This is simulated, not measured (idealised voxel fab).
The process module that follows is named voxel self aligned contacts.
Xsec cut, 200 nm wide, square cell size 5 nm.
Each cross-section below is a grid of square cells, stated as bands in top-down order, with one or more rows of cells making up each band.
It is stipulated that each band's entry specify, in nanometres, the height of the top of the band and then that of its bottom, followed by the materials of the band in left-to-right sequence, each together with its width in nanometres. A single material marked by the word "edge to edge" is understood to fill the band from edge to edge; the word "blank" is understood to denote empty space.
Ref level 0: as-received wafer is one material below here. Bottom band extends down with no lower bound ("0 down").
Width: "30..40" (first number = top row, second number = bottom row, same change from row to row of cells).
"no modifications" (step): cross-section cells unchanged, all of them.
Enclosed void inventory: empty space of 8 cells or more with no open way to the top, each as width x height at its distance from the left edge, in nm
Post-settings text on a step line: simulator's own remark regarding the step.
You can add "overlay nm" to a step's line. For a step with a mask, it describes how far the mask lay to the right of its planned position, and a negative number describes a lay to the left.
What follows is a series of pairs. Each pair shows a cross-section before one process step and the cross-section after it, and the after view is drawn only down to the lowest band that changed. Beneath each pair is the step that lies between the two, with its settings. Pairs may come from different runs of this module on the same starting wafer, so a pair continues from the one above it only where its entry headed "Prior state" says so.
PRIOR STATE
0 down | Si edge to edge
Enclosed void inventory: none
SECTION AFTER PROCESSING
5 to 0 | SiO2 edge to edge
Everything below 0 is unchanged.
Enclosed void inventory: none
Intermediate step for the cross-sections above: op CONFORMAL_DEP | material SiO2 | thk nm 5
Prior state: The prior state of this step coincides with the post-step cross-section of the pair just above.
SECTION AFTER PROCESSING
35 to 5 | polySi edge to edge
Everything below 5 is unchanged.
Enclosed void inventory: none
Intermediate step for the cross-sections above: op DIRECTIONAL_DEP | material polySi | thk nm 30
Prior state: The prior state of this step coincides with the post-step cross-section of the pair just above.
SECTION AFTER PROCESSING
55 to 35 | SiN edge to edge
Everything below 35 is unchanged.
Enclosed void inventory: none
Intermediate step for the cross-sections above: op DIRECTIONAL_DEP | material SiN | thk nm 20
Prior state: The prior state of this step coincides with the post-step cross-section of the pair just above.
SECTION AFTER PROCESSING
70 to 55 | aC edge to edge
Everything below 55 is unchanged.
Enclosed void inventory: none
Intermediate step for the cross-sections above: op DIRECTIONAL_DEP | material aC | thk nm 15
Prior state: The prior state of this step coincides with the post-step cross-section of the pair just above.
SECTION AFTER PROCESSING
105 to 70 | 20 of blank, then 35 of resist, then 25 of blank, then 35 of resist, then 25 of blank, then 35 of resist, then 25 of blank
Everything below 70 is unchanged.
Enclosed void inventory: none
Intermediate step for the cross-sections above: op PATTERN | tone cover | mask id GATE | material resist | width nm 35 | pitch nm 60 | thk nm 35 | overlay nm 0
Prior state: The prior state of this step coincides with the post-step cross-section of the pair just above.
SECTION AFTER PROCESSING
90 to 70 | 20 of blank, then 35 of resist, then 25 of blank, then 35 of resist, then 25 of blank, then 35 of resist, then 25 of blank
70 to 55 | 20 of blank, then 35 of aC, then 25 of blank, then 35 of aC, then 25 of blank, then 35 of aC, then 25 of blank
Everything below 55 is unchanged.
Enclosed void inventory: none
Intermediate step for the cross-sections above: op DIRECTIONAL_ETCH | etch materials aC | depth nm 15
Prior state: The prior state of this step coincides with the post-step cross-section of the pair just above.
SECTION AFTER PROCESSING
70 to 55 | 20 of blank, then 35 of aC, then 25 of blank, then 35 of aC, then 25 of blank, then 35 of aC, then 25 of blank
Everything below 55 is unchanged.
Enclosed void inventory: none
Intermediate step for the cross-sections above: op STRIP | etch materials resist
Prior state: The prior state of this step coincides with the post-step cross-section of the pair just above.
SECTION AFTER PROCESSING
70 to 55 | 20 of blank, then 35 of aC, then 25 of blank, then 35 of aC, then 25 of blank, then 35 of aC, then 25 of blank
55 to 35 | 20 of blank, then 35 of SiN, then 25 of blank, then 35 of SiN, then 25 of blank, then 35 of SiN, then 25 of blank
Everything below 35 is unchanged.
Enclosed void inventory: none
Intermediate step for the cross-sections above: op DIRECTIONAL_ETCH | etch materials SiN | depth nm 20
Prior state: The prior state of this step coincides with the post-step cross-section of the pair just above.
SECTION AFTER PROCESSING
70 to 55 | 20 of blank, then 35 of aC, then 25 of blank, then 35 of aC, then 25 of blank, then 35 of aC, then 25 of blank
55 to 35 | 20 of blank, then 35 of SiN, then 25 of blank, then 35 of SiN, then 25 of blank, then 35 of SiN, then 25 of blank
35 to 5 | 20 of blank, then 35 of polySi, then 25 of blank, then 35 of polySi, then 25 of blank, then 35 of polySi, then 25 of blank
Everything below 5 is unchanged.
Enclosed void inventory: none
Intermediate step for the cross-sections above: op DIRECTIONAL_ETCH | etch materials polySi | depth nm 30
Prior state: The prior state of this step coincides with the post-step cross-section of the pair just above.
SECTION AFTER PROCESSING
55 to 35 | 20 of blank, then 35 of SiN, then 25 of blank, then 35 of SiN, then 25 of blank, then 35 of SiN, then 25 of blank
Everything below 35 is unchanged.
Enclosed void inventory: none
Intermediate step for the cross-sections above: op STRIP | etch materials aC
Prior state: The prior state of this step coincides with the post-step cross-section of the pair just above.
SECTION AFTER PROCESSING
60 to 35 | 15 of blank, then 45 of SiN, then 15 of blank, then 45 of SiN, then 15 of blank, then 45 of SiN, then 20 of blank
35 to 10 | 15 of blank, then 5 of SiN, then 35 of polySi, then 5 of SiN, then 15 of blank, then 5 of SiN, then 35 of polySi, then 5 of SiN, then 15 of blank, then 5 of SiN, then 35 of polySi, then 5 of SiN, then 20 of blank
10 to 5 | 20 of SiN, then 35 of polySi, then 25 of SiN, then 35 of polySi, then 25 of SiN, then 35 of polySi, then 25 of SiN
Everything below 5 is unchanged.
Enclosed void inventory: none
Intermediate step for the cross-sections above: op CONFORMAL_DEP | material SiN | thk nm 5
Prior state: The prior state of this step coincides with the post-step cross-section of the pair just above.
SECTION AFTER PROCESSING
55 to 35 | 15 of blank, then 45 of SiN, then 15 of blank, then 45 of SiN, then 15 of blank, then 45 of SiN, then 20 of blank
35 to 5 | 15 of blank, then 5 of SiN, then 35 of polySi, then 5 of SiN, then 15 of blank, then 5 of SiN, then 35 of polySi, then 5 of SiN, then 15 of blank, then 5 of SiN, then 35 of polySi, then 5 of SiN, then 20 of blank
Everything below 5 is unchanged.
Enclosed void inventory: none
Intermediate step for the cross-sections above: op DIRECTIONAL_ETCH | etch materials SiN | depth nm 5
Prior state: The prior state of this step coincides with the post-step cross-section of the pair just above.
SECTION AFTER PROCESSING
70 to 55 | SiO2 edge to edge
55 to 35 | 15 of SiO2, then 45 of SiN, then 15 of SiO2, then 45 of SiN, then 15 of SiO2, then 45 of SiN, then 20 of SiO2
35 to 5 | 15 of SiO2, then 5 of SiN, then 35 of polySi, then 5 of SiN, then 15 of SiO2, then 5 of SiN, then 35 of polySi, then 5 of SiN, then 15 of SiO2, then 5 of SiN, then 35 of polySi, then 5 of SiN, then 20 of SiO2
Everything below 5 is unchanged.
Enclosed void inventory: none
Intermediate step for the cross-sections above: op FILL_DEP | material SiO2 | thk nm 15
Prior state: The prior state of this step coincides with the post-step cross-section of the pair just above.
SECTION AFTER PROCESSING
60 to 55 | SiO2 edge to edge
Everything below 55 is unchanged.
Enclosed void inventory: none
Intermediate step for the cross-sections above: op CMP | height nm 60
Prior state: The prior state of this step coincides with the post-step cross-section of the pair just above.
SECTION AFTER PROCESSING
60 to 55 | 45 of SiO2, then 45 of blank, then 15 of SiO2, then 45 of blank, then 50 of SiO2
55 to 35 | 15 of SiO2, then 45 of SiN, then 15 of blank, then 45 of SiN, then 15 of blank, then 45 of SiN, then 20 of SiO2
35 to 5 | 15 of SiO2, then 5 of SiN, then 35 of polySi, then 5 of SiN, then 15 of blank, then 5 of SiN, then 35 of polySi, then 5 of SiN, then 15 of blank, then 5 of SiN, then 35 of polySi, then 5 of SiN, then 20 of SiO2
5 to 0 | 60 of SiO2, then 15 of blank, then 45 of SiO2, then 15 of blank, then 65 of SiO2
Everything below 0 is unchanged.
Enclosed void inventory: none
Intermediate step for the cross-sections above: op MASKED_ETCH | tone open | mask id CONTACT | width nm 45 | pitch nm 60 | etch materials SiO2 | depth nm 60 | overlay nm 0
Prior state: The prior state of this step coincides with the post-step cross-section of the pair just above.
SECTION AFTER PROCESSING
65 to 60 | 50 of TiN, then 35 of blank, then 25 of TiN, then 35 of blank, then 55 of TiN
60 to 55 | 45 of SiO2, then 20 of TiN, then 5 of blank, then 20 of TiN, then 15 of SiO2, then 20 of TiN, then 5 of blank, then 20 of TiN, then 50 of SiO2
55 to 35 | 15 of SiO2, then 45 of SiN, then 5 of TiN, then 5 of blank, then 5 of TiN, then 45 of SiN, then 5 of TiN, then 5 of blank, then 5 of TiN, then 45 of SiN, then 20 of SiO2
35 to 5 | 15 of SiO2, then 5 of SiN, then 35 of polySi, then 5 of SiN, then 5 of TiN, then 5 of blank, then 5 of TiN, then 5 of SiN, then 35 of polySi, then 5 of SiN, then 5 of TiN, then 5 of blank, then 5 of TiN, then 5 of SiN, then 35 of polySi, then 5 of SiN, then 20 of SiO2
5 to 0 | 60 of SiO2, then 15 of TiN, then 45 of SiO2, then 15 of TiN, then 65 of SiO2
Everything below 0 is unchanged.
Enclosed void inventory: none
Intermediate step for the cross-sections above: op CONFORMAL_DEP | material TiN | thk nm 5
Prior state: The prior state of this step coincides with the post-step cross-section of the pair just above.
SECTION AFTER PROCESSING
75 to 65 | Ru edge to edge
65 to 60 | 50 of TiN, then 35 of Ru, then 25 of TiN, then 35 of Ru, then 55 of TiN
60 to 55 | 45 of SiO2, then 20 of TiN, then 5 of Ru, then 20 of TiN, then 15 of SiO2, then 20 of TiN, then 5 of Ru, then 20 of TiN, then 50 of SiO2
55 to 35 | 15 of SiO2, then 45 of SiN, then 5 of TiN, then 5 of Ru, then 5 of TiN, then 45 of SiN, then 5 of TiN, then 5 of Ru, then 5 of TiN, then 45 of SiN, then 20 of SiO2
35 to 5 | 15 of SiO2, then 5 of SiN, then 35 of polySi, then 5 of SiN, then 5 of TiN, then 5 of Ru, then 5 of TiN, then 5 of SiN, then 35 of polySi, then 5 of SiN, then 5 of TiN, then 5 of Ru, then 5 of TiN, then 5 of SiN, then 35 of polySi, then 5 of SiN, then 20 of SiO2
Everything below 5 is unchanged.
Enclosed void inventory: none
Intermediate step for the cross-sections above: op FILL_DEP | material Ru | thk nm 10
Prior state: The prior state of this step coincides with the post-step cross-section of the pair just above.
SECTION AFTER PROCESSING
60 to 55 | 45 of SiO2, then 20 of TiN, then 5 of Ru, then 20 of TiN, then 15 of SiO2, then 20 of TiN, then 5 of Ru, then 20 of TiN, then 50 of SiO2
Everything below 55 is unchanged.
Enclosed void inventory: none
Intermediate step for the cross-sections above: op CMP | height nm 60
Prior state: The prior state of this step coincides with the post-step cross-section of the pair just above.
SECTION AFTER PROCESSING
65 to 60 | SiCN edge to edge
Everything below 60 is unchanged.
Enclosed void inventory: none
Intermediate step for the cross-sections above: op CONFORMAL_DEP | material SiCN | thk nm 5
PRIOR STATE
55 to 35 | 20 of blank, then 35 of SiN, then 25 of blank, then 35 of SiN, then 25 of blank, then 35 of SiN, then 25 of blank
35 to 5 | 20 of blank, then 35 of polySi, then 25 of blank, then 35 of polySi, then 25 of blank, then 35 of polySi, then 25 of blank
5 to 0 | SiO2 edge to edge
0 down | Si edge to edge
Enclosed void inventory: none
SECTION AFTER PROCESSING
50 to 35 | 20 of blank, then 35 of SiN, then 25 of blank, then 35 of SiN, then 25 of blank, then 35 of SiN, then 25 of blank
Everything below 35 is unchanged.
Enclosed void inventory: none
Intermediate step for the cross-sections above: op DIRECTIONAL_ETCH | etch materials SiN | depth nm 5
Prior state: The prior state of this step coincides with the post-step cross-section of the pair just above.
SECTION AFTER PROCESSING
65 to 50 | SiO2 edge to edge
50 to 35 | 20 of SiO2, then 35 of SiN, then 25 of SiO2, then 35 of SiN, then 25 of SiO2, then 35 of SiN, then 25 of SiO2
35 to 5 | 20 of SiO2, then 35 of polySi, then 25 of SiO2, then 35 of polySi, then 25 of SiO2, then 35 of polySi, then 25 of SiO2
Everything below 5 is unchanged.
Enclosed void inventory: none
Intermediate step for the cross-sections above: op FILL_DEP | material SiO2 | thk nm 15
Prior state: The prior state of this step coincides with the post-step cross-section of the pair just above.
SECTION AFTER PROCESSING
60 to 50 | SiO2 edge to edge
Everything below 50 is unchanged.
Enclosed void inventory: none
Intermediate step for the cross-sections above: op CMP | height nm 60
Prior state: The prior state of this step coincides with the post-step cross-section of the pair just above.
SECTION AFTER PROCESSING
60 to 50 | 45 of SiO2, then 45 of blank, then 15 of SiO2, then 45 of blank, then 50 of SiO2
50 to 35 | 20 of SiO2, then 35 of SiN, then 25 of blank, then 35 of SiN, then 25 of blank, then 35 of SiN, then 25 of SiO2
35 to 5 | 20 of SiO2, then 35 of polySi, then 25 of blank, then 35 of polySi, then 25 of blank, then 35 of polySi, then 25 of SiO2
5 to 0 | 55 of SiO2, then 25 of blank, then 35 of SiO2, then 25 of blank, then 60 of SiO2
Everything below 0 is unchanged.
Enclosed void inventory: none
Intermediate step for the cross-sections above: op MASKED_ETCH | tone open | mask id CONTACT | width nm 45 | pitch nm 60 | etch materials SiO2 | depth nm 60 | overlay nm 0
Prior state: The prior state of this step coincides with the post-step cross-section of the pair just above.
SECTION AFTER PROCESSING
65 to 60 | 50 of TiN, then 35 of blank, then 25 of TiN, then 35 of blank, then 55 of TiN
60 to 50 | 45 of SiO2, then 5..15 of TiN, then 35..15 of blank, then 5..15 of TiN, then 15 of SiO2, then 5..15 of TiN, then 35..15 of blank, then 5..15 of TiN, then 50 of SiO2
50 to 35 | 20 of SiO2, then 35 of SiN, then 5 of TiN, then 15 of blank, then 5 of TiN, then 35 of SiN, then 5 of TiN, then 15 of blank, then 5 of TiN, then 35 of SiN, then 25 of SiO2
35 to 5 | 20 of SiO2, then 35 of polySi, then 5 of TiN, then 15 of blank, then 5 of TiN, then 35 of polySi, then 5 of TiN, then 15 of blank, then 5 of TiN, then 35 of polySi, then 25 of SiO2
5 to 0 | 55 of SiO2, then 25 of TiN, then 35 of SiO2, then 25 of TiN, then 60 of SiO2
Everything below 0 is unchanged.
Enclosed void inventory: none
Intermediate step for the cross-sections above: op CONFORMAL_DEP | material TiN | thk nm 5
Prior state: The prior state of this step coincides with the post-step cross-section of the pair just above.
SECTION AFTER PROCESSING
75 to 65 | Ru edge to edge
65 to 60 | 50 of TiN, then 35 of Ru, then 25 of TiN, then 35 of Ru, then 55 of TiN
60 to 50 | 45 of SiO2, then 5..15 of TiN, then 35..15 of Ru, then 5..15 of TiN, then 15 of SiO2, then 5..15 of TiN, then 35..15 of Ru, then 5..15 of TiN, then 50 of SiO2
50 to 35 | 20 of SiO2, then 35 of SiN, then 5 of TiN, then 15 of Ru, then 5 of TiN, then 35 of SiN, then 5 of TiN, then 15 of Ru, then 5 of TiN, then 35 of SiN, then 25 of SiO2
35 to 5 | 20 of SiO2, then 35 of polySi, then 5 of TiN, then 15 of Ru, then 5 of TiN, then 35 of polySi, then 5 of TiN, then 15 of Ru, then 5 of TiN, then 35 of polySi, then 25 of SiO2
Everything below 5 is unchanged.
Enclosed void inventory: none
Intermediate step for the cross-sections above: op FILL_DEP | material Ru | thk nm 10
Prior state: The prior state of this step coincides with the post-step cross-section of the pair just above.
SECTION AFTER PROCESSING
60 to 50 | 45 of SiO2, then 5..15 of TiN, then 35..15 of Ru, then 5..15 of TiN, then 15 of SiO2, then 5..15 of TiN, then 35..15 of Ru, then 5..15 of TiN, then 50 of SiO2
Everything below 50 is unchanged.
Enclosed void inventory: none
Intermediate step for the cross-sections above: op CMP | height nm 60
Prior state: The prior state of this step coincides with the post-step cross-section of the pair just above.
SECTION AFTER PROCESSING
65 to 60 | SiCN edge to edge
Everything below 60 is unchanged.
Enclosed void inventory: none
Intermediate step for the cross-sections above: op CONFORMAL_DEP | material SiCN | thk nm 5
PRIOR STATE
35 to 5 | polySi edge to edge
5 to 0 | SiO2 edge to edge
0 down | Si edge to edge
Enclosed void inventory: none
SECTION AFTER PROCESSING
65 to 5 | polySi edge to edge
Everything below 5 is unchanged.
Enclosed void inventory: none
Intermediate step for the cross-sections above: op DIRECTIONAL_DEP | material polySi | thk nm 30
Prior state: The prior state of this step coincides with the post-step cross-section of the pair just above.
SECTION AFTER PROCESSING
85 to 65 | SiN edge to edge
Everything below 65 is unchanged.
Enclosed void inventory: none
Intermediate step for the cross-sections above: op DIRECTIONAL_DEP | material SiN | thk nm 20
Prior state: The prior state of this step coincides with the post-step cross-section of the pair just above.
SECTION AFTER PROCESSING
100 to 85 | aC edge to edge
Everything below 85 is unchanged.
Enclosed void inventory: none
Intermediate step for the cross-sections above: op DIRECTIONAL_DEP | material aC | thk nm 15
Prior state: The prior state of this step coincides with the post-step cross-section of the pair just above.
SECTION AFTER PROCESSING
135 to 100 | 20 of blank, then 35 of resist, then 25 of blank, then 35 of resist, then 25 of blank, then 35 of resist, then 25 of blank
Everything below 100 is unchanged.
Enclosed void inventory: none
Intermediate step for the cross-sections above: op PATTERN | tone cover | mask id GATE | material resist | width nm 35 | pitch nm 60 | thk nm 35 | overlay nm 0
Prior state: The prior state of this step coincides with the post-step cross-section of the pair just above.
SECTION AFTER PROCESSING
120 to 100 | 20 of blank, then 35 of resist, then 25 of blank, then 35 of resist, then 25 of blank, then 35 of resist, then 25 of blank
100 to 85 | 20 of blank, then 35 of aC, then 25 of blank, then 35 of aC, then 25 of blank, then 35 of aC, then 25 of blank
Everything below 85 is unchanged.
Enclosed void inventory: none
Intermediate step for the cross-sections above: op DIRECTIONAL_ETCH | etch materials aC | depth nm 15
Prior state: The prior state of this step coincides with the post-step cross-section of the pair just above.
SECTION AFTER PROCESSING
100 to 85 | 20 of blank, then 35 of aC, then 25 of blank, then 35 of aC, then 25 of blank, then 35 of aC, then 25 of blank
Everything below 85 is unchanged.
Enclosed void inventory: none
Intermediate step for the cross-sections above: op STRIP | etch materials resist
Prior state: The prior state of this step coincides with the post-step cross-section of the pair just above.
SECTION AFTER PROCESSING
100 to 85 | 20 of blank, then 35 of aC, then 25 of blank, then 35 of aC, then 25 of blank, then 35 of aC, then 25 of blank
85 to 65 | 20 of blank, then 35 of SiN, then 25 of blank, then 35 of SiN, then 25 of blank, then 35 of SiN, then 25 of blank
Everything below 65 is unchanged.
Enclosed void inventory: none
Intermediate step for the cross-sections above: op DIRECTIONAL_ETCH | etch materials SiN | depth nm 20
Prior state: The prior state of this step coincides with the post-step cross-section of the pair just above.
SECTION AFTER PROCESSING
100 to 85 | 20 of blank, then 35 of aC, then 25 of blank, then 35 of aC, then 25 of blank, then 35 of aC, then 25 of blank
85 to 65 | 20 of blank, then 35 of SiN, then 25 of blank, then 35 of SiN, then 25 of blank, then 35 of SiN, then 25 of blank
65 to 35 | 20 of blank, then 35 of polySi, then 25 of blank, then 35 of polySi, then 25 of blank, then 35 of polySi, then 25 of blank
Everything below 35 is unchanged.
Enclosed void inventory: none
Intermediate step for the cross-sections above: op DIRECTIONAL_ETCH | etch materials polySi | depth nm 30
Prior state: The prior state of this step coincides with the post-step cross-section of the pair just above.
SECTION AFTER PROCESSING
85 to 65 | 20 of blank, then 35 of SiN, then 25 of blank, then 35 of SiN, then 25 of blank, then 35 of SiN, then 25 of blank
Everything below 65 is unchanged.
Enclosed void inventory: none
Intermediate step for the cross-sections above: op STRIP | etch materials aC
Prior state: The prior state of this step coincides with the post-step cross-section of the pair just above.
SECTION AFTER PROCESSING
90 to 65 | 15 of blank, then 45 of SiN, then 15 of blank, then 45 of SiN, then 15 of blank, then 45 of SiN, then 20 of blank
65 to 40 | 15 of blank, then 5 of SiN, then 35 of polySi, then 5 of SiN, then 15 of blank, then 5 of SiN, then 35 of polySi, then 5 of SiN, then 15 of blank, then 5 of SiN, then 35 of polySi, then 5 of SiN, then 20 of blank
40 to 35 | 20 of SiN, then 35 of polySi, then 25 of SiN, then 35 of polySi, then 25 of SiN, then 35 of polySi, then 25 of SiN
Everything below 35 is unchanged.
Enclosed void inventory: none
Intermediate step for the cross-sections above: op CONFORMAL_DEP | material SiN | thk nm 5
Prior state: The prior state of this step coincides with the post-step cross-section of the pair just above.
SECTION AFTER PROCESSING
85 to 65 | 15 of blank, then 45 of SiN, then 15 of blank, then 45 of SiN, then 15 of blank, then 45 of SiN, then 20 of blank
65 to 35 | 15 of blank, then 5 of SiN, then 35 of polySi, then 5 of SiN, then 15 of blank, then 5 of SiN, then 35 of polySi, then 5 of SiN, then 15 of blank, then 5 of SiN, then 35 of polySi, then 5 of SiN, then 20 of blank
Everything below 35 is unchanged.
Enclosed void inventory: none
Intermediate step for the cross-sections above: op DIRECTIONAL_ETCH | etch materials SiN | depth nm 5
Prior state: The prior state of this step coincides with the post-step cross-section of the pair just above.
SECTION AFTER PROCESSING
100 to 85 | SiO2 edge to edge
85 to 65 | 15 of SiO2, then 45 of SiN, then 15 of SiO2, then 45 of SiN, then 15 of SiO2, then 45 of SiN, then 20 of SiO2
65 to 35 | 15 of SiO2, then 5 of SiN, then 35 of polySi, then 5 of SiN, then 15 of SiO2, then 5 of SiN, then 35 of polySi, then 5 of SiN, then 15 of SiO2, then 5 of SiN, then 35 of polySi, then 5 of SiN, then 20 of SiO2
Everything below 35 is unchanged.
Enclosed void inventory: none
Intermediate step for the cross-sections above: op FILL_DEP | material SiO2 | thk nm 15
Prior state: The prior state of this step coincides with the post-step cross-section of the pair just above.
SECTION AFTER PROCESSING
60 to 35 | 15 of SiO2, then 5 of SiN, then 35 of polySi, then 5 of SiN, then 15 of SiO2, then 5 of SiN, then 35 of polySi, then 5 of SiN, then 15 of SiO2, then 5 of SiN, then 35 of polySi, then 5 of SiN, then 20 of SiO2
Everything below 35 is unchanged.
Enclosed void inventory: none
Intermediate step for the cross-sections above: op CMP | height nm 60
Prior state: The prior state of this step coincides with the post-step cross-section of the pair just above.
SECTION AFTER PROCESSING
60 to 35 | 15 of SiO2, then 5 of SiN, then 35 of polySi, then 5 of SiN, then 15 of blank, then 5 of SiN, then 35 of polySi, then 5 of SiN, then 15 of blank, then 5 of SiN, then 35 of polySi, then 5 of SiN, then 20 of SiO2
Everything below 35 is unchanged.
Enclosed void inventory: none
Intermediate step for the cross-sections above: op MASKED_ETCH | tone open | mask id CONTACT | width nm 45 | pitch nm 60 | etch materials SiO2 | depth nm 60 | overlay nm 0
Prior state: The prior state of this step coincides with the post-step cross-section of the pair just above.
SECTION AFTER PROCESSING
65 to 60 | 65 of TiN, then 5 of blank, then 55 of TiN, then 5 of blank, then 70 of TiN
60 to 40 | 15 of SiO2, then 5 of SiN, then 35 of polySi, then 5 of SiN, then 5 of TiN, then 5 of blank, then 5 of TiN, then 5 of SiN, then 35 of polySi, then 5 of SiN, then 5 of TiN, then 5 of blank, then 5 of TiN, then 5 of SiN, then 35 of polySi, then 5 of SiN, then 20 of SiO2
40 to 35 | 15 of SiO2, then 5 of SiN, then 35 of polySi, then 5 of SiN, then 15 of TiN, then 5 of SiN, then 35 of polySi, then 5 of SiN, then 15 of TiN, then 5 of SiN, then 35 of polySi, then 5 of SiN, then 20 of SiO2
Everything below 35 is unchanged.
Enclosed void inventory: none
Intermediate step for the cross-sections above: op CONFORMAL_DEP | material TiN | thk nm 5
Prior state: The prior state of this step coincides with the post-step cross-section of the pair just above.
SECTION AFTER PROCESSING
75 to 65 | Ru edge to edge
65 to 60 | 65 of TiN, then 5 of Ru, then 55 of TiN, then 5 of Ru, then 70 of TiN
60 to 40 | 15 of SiO2, then 5 of SiN, then 35 of polySi, then 5 of SiN, then 5 of TiN, then 5 of Ru, then 5 of TiN, then 5 of SiN, then 35 of polySi, then 5 of SiN, then 5 of TiN, then 5 of Ru, then 5 of TiN, then 5 of SiN, then 35 of polySi, then 5 of SiN, then 20 of SiO2
Everything below 40 is unchanged.
Enclosed void inventory: none
Intermediate step for the cross-sections above: op FILL_DEP | material Ru | thk nm 10
Prior state: The prior state of this step coincides with the post-step cross-section of the pair just above.
SECTION AFTER PROCESSING
60 to 40 | 15 of SiO2, then 5 of SiN, then 35 of polySi, then 5 of SiN, then 5 of TiN, then 5 of Ru, then 5 of TiN, then 5 of SiN, then 35 of polySi, then 5 of SiN, then 5 of TiN, then 5 of Ru, then 5 of TiN, then 5 of SiN, then 35 of polySi, then 5 of SiN, then 20 of SiO2
Everything below 40 is unchanged.
Enclosed void inventory: none
Intermediate step for the cross-sections above: op CMP | height nm 60
Prior state: The prior state of this step coincides with the post-step cross-section of the pair just above.
SECTION AFTER PROCESSING
65 to 60 | SiCN edge to edge
Everything below 60 is unchanged.
Enclosed void inventory: none
Intermediate step for the cross-sections above: op CONFORMAL_DEP | material SiCN | thk nm 5
PRIOR STATE
50 to 35 | 20 of blank, then 35 of SiN, then 25 of blank, then 35 of SiN, then 25 of blank, then 35 of SiN, then 25 of blank
35 to 5 | 20 of blank, then 35 of polySi, then 25 of blank, then 35 of polySi, then 25 of blank, then 35 of polySi, then 25 of blank
5 to 0 | SiO2 edge to edge
0 down | Si edge to edge
Enclosed void inventory: none
SECTION AFTER PROCESSING
55 to 35 | 15 of blank, then 45 of SiN, then 15 of blank, then 45 of SiN, then 15 of blank, then 45 of SiN, then 20 of blank
35 to 10 | 15 of blank, then 5 of SiN, then 35 of polySi, then 5 of SiN, then 15 of blank, then 5 of SiN, then 35 of polySi, then 5 of SiN, then 15 of blank, then 5 of SiN, then 35 of polySi, then 5 of SiN, then 20 of blank
10 to 5 | 20 of SiN, then 35 of polySi, then 25 of SiN, then 35 of polySi, then 25 of SiN, then 35 of polySi, then 25 of SiN
Everything below 5 is unchanged.
Enclosed void inventory: none
Intermediate step for the cross-sections above: op CONFORMAL_DEP | material SiN | thk nm 5
Prior state: The prior state of this step coincides with the post-step cross-section of the pair just above.
SECTION AFTER PROCESSING
70 to 55 | SiO2 edge to edge
55 to 35 | 15 of SiO2, then 45 of SiN, then 15 of SiO2, then 45 of SiN, then 15 of SiO2, then 45 of SiN, then 20 of SiO2
35 to 10 | 15 of SiO2, then 5 of SiN, then 35 of polySi, then 5 of SiN, then 15 of SiO2, then 5 of SiN, then 35 of polySi, then 5 of SiN, then 15 of SiO2, then 5 of SiN, then 35 of polySi, then 5 of SiN, then 20 of SiO2
Everything below 10 is unchanged.
Enclosed void inventory: none
Intermediate step for the cross-sections above: op FILL_DEP | material SiO2 | thk nm 15
Prior state: The prior state of this step coincides with the post-step cross-section of the pair just above.
SECTION AFTER PROCESSING
60 to 55 | SiO2 edge to edge
Everything below 55 is unchanged.
Enclosed void inventory: none
Intermediate step for the cross-sections above: op CMP | height nm 60
Prior state: The prior state of this step coincides with the post-step cross-section of the pair just above.
SECTION AFTER PROCESSING
60 to 55 | 45 of SiO2, then 45 of blank, then 15 of SiO2, then 45 of blank, then 50 of SiO2
55 to 35 | 15 of SiO2, then 45 of SiN, then 15 of blank, then 45 of SiN, then 15 of blank, then 45 of SiN, then 20 of SiO2
35 to 10 | 15 of SiO2, then 5 of SiN, then 35 of polySi, then 5 of SiN, then 15 of blank, then 5 of SiN, then 35 of polySi, then 5 of SiN, then 15 of blank, then 5 of SiN, then 35 of polySi, then 5 of SiN, then 20 of SiO2
Everything below 10 is unchanged.
Enclosed void inventory: none
Intermediate step for the cross-sections above: op MASKED_ETCH | tone open | mask id CONTACT | width nm 45 | pitch nm 60 | etch materials SiO2 | depth nm 60 | overlay nm 0
Prior state: The prior state of this step coincides with the post-step cross-section of the pair just above.
SECTION AFTER PROCESSING
65 to 60 | 50 of TiN, then 35 of blank, then 25 of TiN, then 35 of blank, then 55 of TiN
60 to 55 | 45 of SiO2, then 20 of TiN, then 5 of blank, then 20 of TiN, then 15 of SiO2, then 20 of TiN, then 5 of blank, then 20 of TiN, then 50 of SiO2
55 to 35 | 15 of SiO2, then 45 of SiN, then 5 of TiN, then 5 of blank, then 5 of TiN, then 45 of SiN, then 5 of TiN, then 5 of blank, then 5 of TiN, then 45 of SiN, then 20 of SiO2
35 to 15 | 15 of SiO2, then 5 of SiN, then 35 of polySi, then 5 of SiN, then 5 of TiN, then 5 of blank, then 5 of TiN, then 5 of SiN, then 35 of polySi, then 5 of SiN, then 5 of TiN, then 5 of blank, then 5 of TiN, then 5 of SiN, then 35 of polySi, then 5 of SiN, then 20 of SiO2
15 to 10 | 15 of SiO2, then 5 of SiN, then 35 of polySi, then 5 of SiN, then 15 of TiN, then 5 of SiN, then 35 of polySi, then 5 of SiN, then 15 of TiN, then 5 of SiN, then 35 of polySi, then 5 of SiN, then 20 of SiO2
Everything below 10 is unchanged.
Enclosed void inventory: none
Intermediate step for the cross-sections above: op CONFORMAL_DEP | material TiN | thk nm 5
Prior state: The prior state of this step coincides with the post-step cross-section of the pair just above.
SECTION AFTER PROCESSING
75 to 65 | Ru edge to edge
65 to 60 | 50 of TiN, then 35 of Ru, then 25 of TiN, then 35 of Ru, then 55 of TiN
60 to 55 | 45 of SiO2, then 20 of TiN, then 5 of Ru, then 20 of TiN, then 15 of SiO2, then 20 of TiN, then 5 of Ru, then 20 of TiN, then 50 of SiO2
55 to 35 | 15 of SiO2, then 45 of SiN, then 5 of TiN, then 5 of Ru, then 5 of TiN, then 45 of SiN, then 5 of TiN, then 5 of Ru, then 5 of TiN, then 45 of SiN, then 20 of SiO2
35 to 15 | 15 of SiO2, then 5 of SiN, then 35 of polySi, then 5 of SiN, then 5 of TiN, then 5 of Ru, then 5 of TiN, then 5 of SiN, then 35 of polySi, then 5 of SiN, then 5 of TiN, then 5 of Ru, then 5 of TiN, then 5 of SiN, then 35 of polySi, then 5 of SiN, then 20 of SiO2
Everything below 15 is unchanged.
Enclosed void inventory: none
Intermediate step for the cross-sections above: op FILL_DEP | material Ru | thk nm 10
Prior state: The prior state of this step coincides with the post-step cross-section of the pair just above.
SECTION AFTER PROCESSING
60 to 55 | 45 of SiO2, then 20 of TiN, then 5 of Ru, then 20 of TiN, then 15 of SiO2, then 20 of TiN, then 5 of Ru, then 20 of TiN, then 50 of SiO2
Everything below 55 is unchanged.
Enclosed void inventory: none
Intermediate step for the cross-sections above: op CMP | height nm 60
Prior state: The prior state of this step coincides with the post-step cross-section of the pair just above.
SECTION AFTER PROCESSING
65 to 60 | SiCN edge to edge
Everything below 60 is unchanged.
Enclosed void inventory: none
Intermediate step for the cross-sections above: op CONFORMAL_DEP | material SiCN | thk nm 5
